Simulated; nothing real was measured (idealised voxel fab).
process module | voxel self aligned vias
Displayed cross-section: cut, width of 170 nm, square cells sized 5 nm.
Each cross-section below is a grid of square cells, stated as bands in top-down order, with one or more rows of cells making up each band. Quick guide to a band line: top height, bottom height (nm) up front; then every material left to right with its width in nm. Only one material and it's marked "everywhere"? Then it fills the band edge to edge. And "blank" just means empty space. The reference from which all heights are counted is 0, the level beneath which the as-received wafer is entirely one material; the lowest band, having no lower bound, proceeds downward and is written after the example "top 0, no bottom". Think of "30..40" as a width that walks from the first number to the second as you go down the band, top row to bottom row, taking equal-sized steps from row to row. "nothing different" (step): cross-section cells unchanged, all of them. The list in "Closed void roster" covers empty spaces of 8 cells or more that cannot reach the top through any open way, and it gives each as width x height at distance; the distance is from the left edge, and width, height and distance are in nm. Text after the settings on a step's line: the simulator's own remark on that step. overlay nm: for a step with a mask, the amount by which the mask lay right of where it was planned; a negative amount means left of it.

LISTED BELOW ARE THE PROCESS STEPS AS PLANNED
- 1: RECEIVE with material Si
- 2: CONFORMAL_DEP with material SiO2, thk nm 10
- 3: CONFORMAL_DEP with material SiCN, thk nm 5
- 4: DIRECTIONAL_DEP with material lowk, thk nm 20
- 5: MASKED_ETCH with tone open, mask id LINES, width nm 20, pitch nm 70, etch materials lowk, depth nm 20, overlay nm 0
- 6: CONFORMAL_DEP with material TiN, thk nm 5
- 7: FILL_DEP with material Ru, thk nm 5
- 8: CMP with height nm 35
- 9: SELECTIVE_ETCH with etch materials W Ru TiN, depth nm 10
- 10: FILL_DEP with material SiN, thk nm 10
- 11: CMP with height nm 35
- 12: DIRECTIONAL_DEP with material lowk, thk nm 15
- 13: DIRECTIONAL_DEP with material aC, thk nm 10
- 14: PATTERN with tone open, mask id VIAS, material resist, width nm 40, pitch nm 70, thk nm 25, overlay nm 0
- 15: DIRECTIONAL_ETCH with etch materials aC, depth nm 10
- 16: STRIP with etch materials resist
- 17: DIRECTIONAL_ETCH with etch materials lowk, depth nm 15
- 18: DIRECTIONAL_ETCH with etch materials SiN, depth nm 10
- 19: STRIP with etch materials aC
- 20: CONFORMAL_DEP with material TiN, thk nm 5
- 21: FILL_DEP with material W, thk nm 10
- 22: CMP with height nm 50
- 23: CONFORMAL_DEP with material SiCN, thk nm 5

WAFER AT RECEIPT (POST STEP 1), CROSS-SECTION
	top 0, no bottom | Si everywhere
	Closed void roster: none

WAFER CROSS-SECTION AT MODULE END: FIRST OF TWO, RUN TO PLAN
	top 55, bottom 50 | SiCN everywhere
	top 50, bottom 40 | lowk 30, then TiN 5, then W 30, then TiN 5, then lowk 30, then TiN 5, then W 30, then TiN 5, then lowk 30
	top 40, bottom 30 | lowk 30..40, then TiN 15..5, then W 10, then TiN 15..5, then lowk 30..50, then TiN 15..5, then W 10, then TiN 15..5, then lowk 30..40
	top 30, bottom 25 | lowk 40, then TiN 20, then lowk 50, then TiN 20, then lowk 40
	top 25, bottom 20 | lowk 40, then TiN 5, then Ru 10, then TiN 5, then lowk 50, then TiN 5, then Ru 10, then TiN 5, then lowk 40
	top 20, bottom 15 | lowk 40, then TiN 20, then lowk 50, then TiN 20, then lowk 40
	top 15, bottom 10 | SiCN everywhere
	top 10, bottom 0 | SiO2 everywhere
	top 0, no bottom | Si everywhere
	Closed void roster: none

CROSS-SECTION, WAFER TWO OF TWO, END OF MODULE: SAME START AND PLAN AS WAFER ONE, ONE ERROR IN EXECUTION
	top 55, bottom 50 | SiCN everywhere
	top 50, bottom 40 | lowk 30, then TiN 5, then W 30, then TiN 5, then lowk 30, then TiN 5, then W 30, then TiN 5, then lowk 30
	top 40, bottom 35 | lowk 30, then TiN 40, then lowk 30, then TiN 40, then lowk 30
	top 35, bottom 25 | SiN 30, then TiN 10, then lowk 20, then TiN 10, then SiN 30, then TiN 10, then lowk 20, then TiN 10, then SiN 30
	top 25, bottom 20 | Ru 35, then TiN 5, then lowk 20, then TiN 5, then Ru 40, then TiN 5, then lowk 20, then TiN 5, then Ru 35
	top 20, bottom 15 | TiN 40, then lowk 20, then TiN 50, then lowk 20, then TiN 40
	top 15, bottom 10 | SiCN everywhere
	top 10, bottom 0 | SiO2 everywhere
	top 0, no bottom | Si everywhere
	Closed void roster: none
What was the processing mistake? note that step 5 departed from the planned setting and was carried out as MASKED_ETCH with tone cover, mask id LINES, width nm 20, pitch nm 70, etch materials lowk, depth nm 20, overlay nm 0
The second wafer ends with more or fewer cells of some materials than the first, per final count: +18 Ru, +36 SiN, +26 TiN, -8 W, -72 lowk
